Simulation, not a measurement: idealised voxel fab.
The following is a process module called voxel plated lines.
Square cell edge 5 nm, section width 260 nm, ID cut.
Cross-section layout: square cells on a grid; listed as bands, top to bottom; a band spans one or more cell rows. Band entry format. Leading values: height of top, height of bottom, nm. Remainder: materials in left-to-right order, each with its width in nm. Special words: "throughout" on a single material, which then fills the band edge to edge; "empty", empty space. We count height from 0. Below that, the starting wafer is all one material. The lowest band never ends at the bottom but goes on down; see "0 down" for how that is written. It should be noted that a width expressed as "30->40" varies in equal increments from row to row of cells within the band, taking the value of the first number at the top row and that of the second number at the bottom row. Reading "no alterations made" for a step: not a cell of the cross-section changed in it. The list in "Enclosed voids" covers empty spaces of 8 cells or more that cannot reach the top through any open way, and it gives each as width x height at distance; the distance is from the left edge, and width, height and distance are in nm. That trailing text on a step's line, after the settings, is the simulator's own remark on the step. "overlay nm" denotes, for a step that has a mask, the displacement of the mask to the right of its planned place, with negative values corresponding to the left.

Steps in the process plan
| 1 | RECEIVE with material Si |
| 2 | CONFORMAL_DEP with material SiO2, thk nm 5 |
| 3 | DIRECTIONAL_DEP with material TiN, thk nm 5 |
| 4 | PATTERN with tone open, mask id LINES, material resist, width nm 30, pitch nm 50, thk nm 35, overlay nm -15 |
| 5 | EPI with material Ru, thk nm 5 |
| 6 | EPI with material Ru, thk nm 10 |
| 7 | EPI with material Ru, thk nm 5 |
| 8 | STRIP with etch materials resist |
| 9 | DIRECTIONAL_ETCH with etch materials TiN, depth nm 5 |
| 10 | CONFORMAL_DEP with material SiO2, thk nm 10 |
Across this set of wafers, the varied parameter is the overlay nm of step 4. Starting conditions are identical for every wafer, and the plan reports the value assigned to the first wafer.

Step 1 complete: as-received cross-section of the first of several wafers
  0 down  Si throughout
  Enclosed voids: none

Quick look at the cross-section of the first of several wafers after step 10, which wraps up the module
  40 to 30  15 of empty | 200 of SiO2 | 45 of empty
  30 to 15  15 of empty | 10 of SiO2 | 30 of Ru | 20 of SiO2 | 30 of Ru | 20 of SiO2 | 30 of Ru | 20 of SiO2 | 30 of Ru | 10 of SiO2 | 45 of empty
  15 to 10  25 of SiO2 | 30 of Ru | 20 of SiO2 | 30 of Ru | 20 of SiO2 | 30 of Ru | 20 of SiO2 | 30 of Ru | 55 of SiO2
  10 to 5  25 of SiO2 | 30 of TiN | 20 of SiO2 | 30 of TiN | 20 of SiO2 | 30 of TiN | 20 of SiO2 | 30 of TiN | 55 of SiO2
  5 to 0  SiO2 throughout
  0 down  Si throughout
  Enclosed voids: none

Here's the last wafer cross-sectioned at the end of the module
  40 to 30  45 of empty | 200 of SiO2 | 15 of empty
  30 to 15  45 of empty | 10 of SiO2 | 30 of Ru | 20 of SiO2 | 30 of Ru | 20 of SiO2 | 30 of Ru | 20 of SiO2 | 30 of Ru | 10 of SiO2 | 15 of empty
  15 to 10  55 of SiO2 | 30 of Ru | 20 of SiO2 | 30 of Ru | 20 of SiO2 | 30 of Ru | 20 of SiO2 | 30 of Ru | 25 of SiO2
  10 to 5  55 of SiO2 | 30 of TiN | 20 of SiO2 | 30 of TiN | 20 of SiO2 | 30 of TiN | 20 of SiO2 | 30 of TiN | 25 of SiO2
  5 to 0  SiO2 throughout
  0 down  Si throughout
  Enclosed voids: none

End of module, by wafer: material-by-material cell gain (+) or loss (-) since receipt, then closed voids
overlay nm -15; +96 Ru; +236 SiO2; +24 TiN; Enclosed voids: none
overlay nm -10; +96 Ru; +236 SiO2; +24 TiN; Enclosed voids: none
overlay nm -5; +96 Ru; +236 SiO2; +24 TiN; Enclosed voids: none
overlay nm 0; +96 Ru; +236 SiO2; +24 TiN; Enclosed voids: none
overlay nm 5; +96 Ru; +236 SiO2; +24 TiN; Enclosed voids: none
overlay nm 10; +96 Ru; +236 SiO2; +24 TiN; Enclosed voids: none
overlay nm 15; +96 Ru; +236 SiO2; +24 TiN; Enclosed voids: none
